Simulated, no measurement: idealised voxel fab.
process module | voxel wiring stack
cross-section cut | 190 nm wide | cells 5 nm
A cross-section is a grid of square cells, given in bands from the top down. A band is one or more rows of cells.
Each band's line starts with the height of the band's top and of its bottom, in nm. Then come its materials from left to right, each with its width in nm. One material with "throughout" fills the band from edge to edge. "air" is empty space.
Height 0 is the level under which the wafer as received is all one material. The lowest band goes on downwards, as in "0 down".
A width such as "30 to 40" changes by the same amount from each row of cells to the next, from the band's top row to its bottom row.
"no change" after a step means that no cell of the cross-section changed.
closed voids: empty space of 8 cells or more with no open way to the top, each as width x height at its distance from the left edge, in nm
after a step's settings: what the simulator itself notes on the step
overlay nm, on a step with a mask: how far to the right of its planned place the mask lay; to the left if negative
plan
1 op RECEIVE | material Si
2 op CONFORMAL_DEP | material SiO2 | thk nm 10
3 op CONFORMAL_DEP | material SiCN | thk nm 5
4 op DIRECTIONAL_DEP | material SiO2 | thk nm 25
5 op MASKED_ETCH | tone open | mask id METAL_1 | width nm 30 | pitch nm 55 | etch materials SiO2 | depth nm 25 | overlay nm 0
6 op MASKED_ETCH | tone open | mask id METAL_1 | width nm 30 | pitch nm 55 | etch materials SiCN | depth nm 5 | overlay nm 0
7 op CONFORMAL_DEP | material TiN | thk nm 5
8 op FILL_DEP | material Cu | thk nm 10
9 op CMP | height nm 40
10 op EPI | material Ru | thk nm 5
11 op FILL_DEP | material SiCN | thk nm 5
12 op DIRECTIONAL_DEP | material lowk | thk nm 10
13 op MASKED_ETCH | tone open | mask id PLUG_1 | width nm 15 | pitch nm 55 | etch materials lowk | depth nm 10 | overlay nm 0
14 op MASKED_ETCH | tone open | mask id PLUG_1 | width nm 15 | pitch nm 55 | etch materials SiCN | depth nm 5 | overlay nm 0
15 op EPI | material Ru | thk nm 10
16 op EPI | material Ru | thk nm 5
17 op DIRECTIONAL_DEP | material TiN | thk nm 5
18 op DIRECTIONAL_DEP | material W | thk nm 25
19 op PATTERN | tone cover | mask id METAL_2 | material resist | width nm 30 | pitch nm 55 | thk nm 20 | overlay nm 0
20 op DIRECTIONAL_ETCH | etch materials W | depth nm 25
21 op DIRECTIONAL_ETCH | etch materials TiN | depth nm 5
22 op STRIP | etch materials resist
23 op CONFORMAL_DEP | material SiCN | thk nm 5
24 op FILL_DEP | material lowk | thk nm 5
25 op CMP | height nm 90
26 op CONFORMAL_DEP | material SiCN | thk nm 5
27 op DIRECTIONAL_DEP | material lowk | thk nm 15
28 op DIRECTIONAL_DEP | material aC | thk nm 15
29 op PATTERN | tone open | mask id PLUG_2 | material resist | width nm 15 | thk nm 30 | overlay nm 0
30 op DIRECTIONAL_ETCH | etch materials aC | depth nm 15
31 op STRIP | etch materials resist
32 op DIRECTIONAL_ETCH | etch materials lowk | depth nm 15
33 op DIRECTIONAL_ETCH | etch materials SiCN | depth nm 5
34 op STRIP | etch materials aC
35 op EPI | material Ru | thk nm 10
36 op EPI | material Ru | thk nm 10
37 op DIRECTIONAL_DEP | material TiN | thk nm 5
38 op DIRECTIONAL_DEP | material Ru | thk nm 15
39 op DIRECTIONAL_DEP | material aC | thk nm 15
40 op PATTERN | tone cover | mask id METAL_3 | material resist | width nm 30 | pitch nm 55 | thk nm 30 | overlay nm 0
41 op DIRECTIONAL_ETCH | etch materials aC | depth nm 15
42 op STRIP | etch materials resist
43 op DIRECTIONAL_ETCH | etch materials Ru | depth nm 15
44 op DIRECTIONAL_ETCH | etch materials TiN | depth nm 5
45 op STRIP | etch materials aC
46 op CONFORMAL_DEP | material SiN | thk nm 5
47 op FILL_DEP | material SiO2 | thk nm 10
48 op CMP | height nm 130
49 op CONFORMAL_DEP | material SiN | thk nm 5
first wafer, as planned
as received, after step 1
  0 down: Si throughout
  closed voids: none
after step 2
  10 to 0: SiO2 throughout
  below 0: unchanged
after step 3
  15 to 10: SiCN throughout
  below 10: unchanged
after step 4
  40 to 15: SiO2 throughout
  below 15: unchanged
after step 5
  40 to 15: SiO2 50 | air 30 | SiO2 25 | air 30 | SiO2 55
  below 15: unchanged
after step 6
  40 to 15: SiO2 50 | air 30 | SiO2 25 | air 30 | SiO2 55
  15 to 10: SiCN 50 | air 30 | SiCN 25 | air 30 | SiCN 55
  below 10: unchanged
after step 7
  45 to 40: TiN 55 | air 20 | TiN 35 | air 20 | TiN 60
  40 to 15: SiO2 50 | TiN 5 | air 20 | TiN 5 | SiO2 25 | TiN 5 | air 20 | TiN 5 | SiO2 55
  15 to 10: SiCN 50 | TiN 30 | SiCN 25 | TiN 30 | SiCN 55
  below 10: unchanged
after step 8
  55 to 45: Cu throughout
  45 to 40: TiN 55 | Cu 20 | TiN 35 | Cu 20 | TiN 60
  40 to 15: SiO2 50 | TiN 5 | Cu 20 | TiN 5 | SiO2 25 | TiN 5 | Cu 20 | TiN 5 | SiO2 55
  below 15: unchanged
after step 9
  40 to 15: SiO2 50 | TiN 5 | Cu 20 | TiN 5 | SiO2 25 | TiN 5 | Cu 20 | TiN 5 | SiO2 55
  below 15: unchanged
after step 10
  45 to 40: air 45 | Ru 40 | air 15 | Ru 40 | air 50
  below 40: unchanged
after step 11
  50 to 45: SiCN throughout
  45 to 40: SiCN 45 | Ru 40 | SiCN 15 | Ru 40 | SiCN 50
  below 40: unchanged
after step 12
  60 to 50: lowk throughout
  below 50: unchanged
after step 13
  60 to 50: lowk 50 | air 15 | lowk 40 | air 15 | lowk 70
  below 50: unchanged
after step 14
  60 to 50: lowk 50 | air 15 | lowk 40 | air 15 | lowk 70
  50 to 45: SiCN 50 | air 15 | SiCN 40 | air 15 | SiCN 70
  below 45: unchanged
after step 15
  60 to 55: lowk 50 | air 15 | lowk 40 | air 15 | lowk 70
  55 to 50: lowk 50 | Ru 15 | lowk 40 | Ru 15 | lowk 70
  50 to 40: SiCN 50 to 45 | Ru 15 to 40 | SiCN 40 to 15 | Ru 15 to 40 | SiCN 70 to 50
  below 40: unchanged
after step 16
  60 to 50: lowk 50 | Ru 15 | lowk 40 | Ru 15 | lowk 70
  below 50: unchanged
after step 17
  65 to 60: TiN throughout
  below 60: unchanged
after step 18
  90 to 65: W throughout
  below 65: unchanged
after step 19
  110 to 90: air 50 | resist 30 | air 25 | resist 30 | air 55
  below 90: unchanged
after step 20
  110 to 90: air 50 | resist 30 | air 25 | resist 30 | air 55
  90 to 65: air 50 | W 30 | air 25 | W 30 | air 55
  below 65: unchanged
after step 21
  110 to 90: air 50 | resist 30 | air 25 | resist 30 | air 55
  90 to 65: air 50 | W 30 | air 25 | W 30 | air 55
  65 to 60: air 50 | TiN 30 | air 25 | TiN 30 | air 55
  below 60: unchanged
after step 22
  90 to 65: air 50 | W 30 | air 25 | W 30 | air 55
  below 65: unchanged
after step 23
  95 to 90: air 45 | SiCN 40 | air 15 | SiCN 40 | air 50
  90 to 65: air 45 | SiCN 5 | W 30 | SiCN 5 | air 15 | SiCN 5 | W 30 | SiCN 5 | air 50
  65 to 60: SiCN 50 | TiN 30 | SiCN 25 | TiN 30 | SiCN 55
  below 60: unchanged
after step 24
  100 to 95: lowk throughout
  95 to 90: lowk 45 | SiCN 40 | lowk 15 | SiCN 40 | lowk 50
  90 to 65: lowk 45 | SiCN 5 | W 30 | SiCN 5 | lowk 15 | SiCN 5 | W 30 | SiCN 5 | lowk 50
  below 65: unchanged
after step 25
  90 to 65: lowk 45 | SiCN 5 | W 30 | SiCN 5 | lowk 15 | SiCN 5 | W 30 | SiCN 5 | lowk 50
  below 65: unchanged
after step 26
  95 to 90: SiCN throughout
  below 90: unchanged
after step 27
  110 to 95: lowk throughout
  below 95: unchanged
after step 28
  125 to 110: aC throughout
  below 110: unchanged
after step 29
  155 to 125: resist 50 | air 15 | resist 125
  below 125: unchanged
after step 30
  140 to 125: resist 50 | air 15 | resist 125
  125 to 110: aC 50 | air 15 | aC 125
  below 110: unchanged
after step 31
  125 to 110: aC 50 | air 15 | aC 125
  below 110: unchanged
after step 32
  125 to 110: aC 50 | air 15 | aC 125
  110 to 95: lowk 50 | air 15 | lowk 125
  below 95: unchanged
after step 33
  125 to 110: aC 50 | air 15 | aC 125
  110 to 95: lowk 50 | air 15 | lowk 125
  95 to 90: SiCN 50 | air 15 | SiCN 125
  below 90: unchanged
after step 34
  110 to 95: lowk 50 | air 15 | lowk 125
  below 95: unchanged
after step 35
  110 to 100: lowk 50 | air 15 | lowk 125
  100 to 95: lowk 50 | Ru 15 | lowk 125
  95 to 90: SiCN 50 | Ru 15 | SiCN 125
  below 90: unchanged
after step 36
  110 to 95: lowk 50 | Ru 15 | lowk 125
  below 95: unchanged
after step 37
  115 to 110: TiN throughout
  below 110: unchanged
after step 38
  130 to 115: Ru throughout
  below 115: unchanged
after step 39
  145 to 130: aC throughout
  below 130: unchanged
after step 40
  175 to 145: air 50 | resist 30 | air 25 | resist 30 | air 55
  below 145: unchanged
after step 41
  160 to 145: air 50 | resist 30 | air 25 | resist 30 | air 55
  145 to 130: air 50 | aC 30 | air 25 | aC 30 | air 55
  below 130: unchanged
after step 42
  145 to 130: air 50 | aC 30 | air 25 | aC 30 | air 55
  below 130: unchanged
after step 43
  145 to 130: air 50 | aC 30 | air 25 | aC 30 | air 55
  130 to 115: air 50 | Ru 30 | air 25 | Ru 30 | air 55
  below 115: unchanged
after step 44
  145 to 130: air 50 | aC 30 | air 25 | aC 30 | air 55
  130 to 115: air 50 | Ru 30 | air 25 | Ru 30 | air 55
  115 to 110: air 50 | TiN 30 | air 25 | TiN 30 | air 55
  below 110: unchanged
after step 45
  130 to 115: air 50 | Ru 30 | air 25 | Ru 30 | air 55
  below 115: unchanged
after step 46
  135 to 130: air 45 | SiN 40 | air 15 | SiN 40 | air 50
  130 to 115: air 45 | SiN 5 | Ru 30 | SiN 5 | air 15 | SiN 5 | Ru 30 | SiN 5 | air 50
  115 to 110: SiN 50 | TiN 30 | SiN 25 | TiN 30 | SiN 55
  below 110: unchanged
after step 47
  145 to 135: SiO2 throughout
  135 to 130: SiO2 45 | SiN 40 | SiO2 15 | SiN 40 | SiO2 50
  130 to 115: SiO2 45 | SiN 5 | Ru 30 | SiN 5 | SiO2 15 | SiN 5 | Ru 30 | SiN 5 | SiO2 50
  below 115: unchanged
after step 48
  130 to 115: SiO2 45 | SiN 5 | Ru 30 | SiN 5 | SiO2 15 | SiN 5 | Ru 30 | SiN 5 | SiO2 50
  below 115: unchanged
after step 49
  135 to 130: SiN throughout
  below 130: unchanged
second wafer: like start, like plan, one mistake. Through step 14 it matches the first wafer
when step 15 should have ended
  65 to 60: air 45 | Ru 25 | air 30 | Ru 25 | air 65
  60 to 50: lowk 50 | Ru 15 | lowk 40 | Ru 15 | lowk 70
  50 to 40: SiCN 50 to 45 | Ru 15 to 40 | SiCN 40 to 15 | Ru 15 to 40 | SiCN 70 to 50
  below 40: unchanged
when step 16 should have ended
  70 to 60: air 40 | Ru 35 | air 20 | Ru 35 | air 60
  below 60: unchanged
when step 17 should have ended
  75 to 70: air 40 | TiN 35 | air 20 | TiN 35 | air 60
  70 to 65: air 40 | Ru 35 | air 20 | Ru 35 | air 60
  65 to 60: TiN 40 | Ru 35 | TiN 20 | Ru 35 | TiN 60
  below 60: unchanged
when step 18 should have ended
  100 to 90: air 40 | W 35 | air 20 | W 35 | air 60
  90 to 75: W throughout
  75 to 70: W 40 | TiN 35 | W 20 | TiN 35 | W 60
  70 to 65: W 40 | Ru 35 | W 20 | Ru 35 | W 60
  below 65: unchanged
when step 19 should have ended
  120 to 100: air 50 | resist 30 | air 25 | resist 30 | air 55
  100 to 90: air 40 | W 35 | resist 5 | air 15 | W 35 | resist 5 | air 55
  below 90: unchanged
when step 20 should have ended
  120 to 100: air 50 | resist 30 | air 25 | resist 30 | air 55
  100 to 90: air 50 | W 25 | resist 5 | air 25 | W 25 | resist 5 | air 55
  90 to 75: air 50 | W 30 | air 25 | W 30 | air 55
  75 to 70: air 40 | TiN 35 | W 5 | air 15 | TiN 35 | W 5 | air 55
  70 to 65: air 40 | Ru 35 | W 5 | air 15 | Ru 35 | W 5 | air 55
  below 65: unchanged
when step 21 should have ended
  120 to 100: air 50 | resist 30 | air 25 | resist 30 | air 55
  100 to 90: air 50 | W 25 | resist 5 | air 25 | W 25 | resist 5 | air 55
  90 to 75: air 50 | W 30 | air 25 | W 30 | air 55
  75 to 70: air 50 | TiN 25 | W 5 | air 25 | TiN 25 | W 5 | air 55
  70 to 65: air 40 | Ru 35 | W 5 | air 15 | Ru 35 | W 5 | air 55
  65 to 60: air 40 | Ru 35 | TiN 5 | air 15 | Ru 35 | TiN 5 | air 55
  below 60: unchanged
when step 22 should have ended
  100 to 90: air 50 | W 25 | air 30 | W 25 | air 60
  below 90: unchanged
when step 23 should have ended
  105 to 100: air 45 | SiCN 35 | air 20 | SiCN 35 | air 55
  100 to 90: air 45 | SiCN 5 | W 25 | SiCN 5 to 10 | air 20 to 15 | SiCN 5 | W 25 | SiCN 5 to 10 | air 55 to 50
  90 to 75: air 45 | SiCN 5 | W 30 | SiCN 5 | air 15 | SiCN 5 | W 30 | SiCN 5 | air 50
  75 to 70: air 35 | SiCN 15 | TiN 25 | W 5 | SiCN 5 | air 5 | SiCN 15 | TiN 25 | W 5 | SiCN 5 | air 50
  70 to 65: air 35 | SiCN 5 | Ru 35 | W 5 | SiCN 5 | air 5 | SiCN 5 | Ru 35 | W 5 | SiCN 5 | air 50
  65 to 60: SiCN 40 | Ru 35 | TiN 5 | SiCN 15 | Ru 35 | TiN 5 | SiCN 55
  below 60: unchanged
when step 24 should have ended
  110 to 105: lowk throughout
  105 to 100: lowk 45 | SiCN 35 | lowk 20 | SiCN 35 | lowk 55
  100 to 90: lowk 45 | SiCN 5 | W 25 | SiCN 5 to 10 | lowk 20 to 15 | SiCN 5 | W 25 | SiCN 5 to 10 | lowk 55 to 50
  90 to 75: lowk 45 | SiCN 5 | W 30 | SiCN 5 | lowk 15 | SiCN 5 | W 30 | SiCN 5 | lowk 50
  75 to 70: lowk 35 | SiCN 15 | TiN 25 | W 5 | SiCN 5 | lowk 5 | SiCN 15 | TiN 25 | W 5 | SiCN 5 | lowk 50
  70 to 65: lowk 35 | SiCN 5 | Ru 35 | W 5 | SiCN 5 | lowk 5 | SiCN 5 | Ru 35 | W 5 | SiCN 5 | lowk 50
  below 65: unchanged
when step 25 should have ended
  90 to 75: lowk 45 | SiCN 5 | W 30 | SiCN 5 | lowk 15 | SiCN 5 | W 30 | SiCN 5 | lowk 50
  below 75: unchanged
when step 26 should have ended
  95 to 90: SiCN throughout
  below 90: unchanged
when step 27 should have ended
  110 to 95: lowk throughout
  below 95: unchanged
when step 28 should have ended
  125 to 110: aC throughout
  below 110: unchanged
when step 29 should have ended
  155 to 125: resist 50 | air 15 | resist 125
  below 125: unchanged
when step 30 should have ended
  140 to 125: resist 50 | air 15 | resist 125
  125 to 110: aC 50 | air 15 | aC 125
  below 110: unchanged
when step 31 should have ended
  125 to 110: aC 50 | air 15 | aC 125
  below 110: unchanged
when step 32 should have ended
  125 to 110: aC 50 | air 15 | aC 125
  110 to 95: lowk 50 | air 15 | lowk 125
  below 95: unchanged
when step 33 should have ended
  125 to 110: aC 50 | air 15 | aC 125
  110 to 95: lowk 50 | air 15 | lowk 125
  95 to 90: SiCN 50 | air 15 | SiCN 125
  below 90: unchanged
when step 34 should have ended
  110 to 95: lowk 50 | air 15 | lowk 125
  below 95: unchanged
when step 35 should have ended
  110 to 100: lowk 50 | air 15 | lowk 125
  100 to 95: lowk 50 | Ru 15 | lowk 125
  95 to 90: SiCN 50 | Ru 15 | SiCN 125
  below 90: unchanged
when step 36 should have ended
  110 to 95: lowk 50 | Ru 15 | lowk 125
  below 95: unchanged
when step 37 should have ended
  115 to 110: TiN throughout
  below 110: unchanged
when step 38 should have ended
  130 to 115: Ru throughout
  below 115: unchanged
when step 39 should have ended
  145 to 130: aC throughout
  below 130: unchanged
when step 40 should have ended
  175 to 145: air 50 | resist 30 | air 25 | resist 30 | air 55
  below 145: unchanged
when step 41 should have ended
  160 to 145: air 50 | resist 30 | air 25 | resist 30 | air 55
  145 to 130: air 50 | aC 30 | air 25 | aC 30 | air 55
  below 130: unchanged
when step 42 should have ended
  145 to 130: air 50 | aC 30 | air 25 | aC 30 | air 55
  below 130: unchanged
when step 43 should have ended
  145 to 130: air 50 | aC 30 | air 25 | aC 30 | air 55
  130 to 115: air 50 | Ru 30 | air 25 | Ru 30 | air 55
  below 115: unchanged
when step 44 should have ended
  145 to 130: air 50 | aC 30 | air 25 | aC 30 | air 55
  130 to 115: air 50 | Ru 30 | air 25 | Ru 30 | air 55
  115 to 110: air 50 | TiN 30 | air 25 | TiN 30 | air 55
  below 110: unchanged
when step 45 should have ended
  130 to 115: air 50 | Ru 30 | air 25 | Ru 30 | air 55
  below 115: unchanged
when step 46 should have ended
  135 to 130: air 45 | SiN 40 | air 15 | SiN 40 | air 50
  130 to 115: air 45 | SiN 5 | Ru 30 | SiN 5 | air 15 | SiN 5 | Ru 30 | SiN 5 | air 50
  115 to 110: SiN 50 | TiN 30 | SiN 25 | TiN 30 | SiN 55
  below 110: unchanged
when step 47 should have ended
  145 to 135: SiO2 throughout
  135 to 130: SiO2 45 | SiN 40 | SiO2 15 | SiN 40 | SiO2 50
  130 to 115: SiO2 45 | SiN 5 | Ru 30 | SiN 5 | SiO2 15 | SiN 5 | Ru 30 | SiN 5 | SiO2 50
  below 115: unchanged
when step 48 should have ended
  130 to 115: SiO2 45 | SiN 5 | Ru 30 | SiN 5 | SiO2 15 | SiN 5 | Ru 30 | SiN 5 | SiO2 50
  below 115: unchanged
when step 49 should have ended
  135 to 130: SiN throughout
  below 130: unchanged
what went wrong: step 15 was run twice
at the end the second wafer has, in cells: 28 more of Ru | 20 fewer of W | 8 fewer of lowk
